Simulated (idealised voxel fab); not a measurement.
Presented below is a process module, voxel local oxidation.
The width of the displayed cross-section, cut, is 250 nm; its cells are square, with a size of 5 nm.
Heads up, the way a cross-section reads in here is a grid of square cells, handed over as bands from the top down, with every band being one or more rows of cells. Basically the band line says how high the top is and how high the bottom is, in nm, and then what's in it from left to right, every material with its width in nm. Empty space shows up as "empty", and if a single material carries "throughout" it runs the full band edge to edge. Heights are reckoned from 0. Under this level, the received wafer is all of one material. The bottommost band is open-ended downward, for example "0 nm and below". When a width is written as two numbers, as in "30..40", the first number is the width in the top row of cells of the band and the second is the width in its bottom row, and the width changes by the same amount from each row to the next. "everything unchanged" means the step left every cell of the cross-section as it was. Closed-off voids of 8+ cells (no open route to the top) go in "Completely enclosed voids", written width x height at distance from the left edge, in nm. Post-settings text on a step line: simulator's own remark regarding the step. "overlay nm" on a masked step: distance the mask lay right of its planned place, negative for left.

So here's the lineup of process steps we planned
1. RECEIVE: material Si
2. CONFORMAL_DEP: material SiO2, thk nm 5
3. CONFORMAL_DEP: material SiN, thk nm 15
4. PATTERN: tone cover, mask id ACTIVE, material resist, width nm 130, thk nm 15, overlay nm 0
5. DIRECTIONAL_ETCH: etch materials SiN, depth nm 15
6. STRIP: etch materials resist
7. SELECTIVE_ETCH: etch materials SiO2, depth nm 5
8. OXIDIZE: depth nm 15
9. STRIP: etch materials SiN

Wafer cross-section on receipt, i.e. after step 1
0 nm and below | Si throughout
Completely enclosed voids: none

Result of the module, cross-sectioned: start per above, plan per above, one error in how it was run
5 nm to 0 nm | empty (55) / SiO2 (120) / empty (75)
0 nm to -15 nm | SiO2 (70) / Si (90) / SiO2 (90)
-15 nm and below | Si throughout
Completely enclosed voids: none
what went wrong: step 4 did not use the planned setting and instead ran as PATTERN: tone cover, mask id ACTIVE, material resist, width nm 130, thk nm 15, overlay nm -10
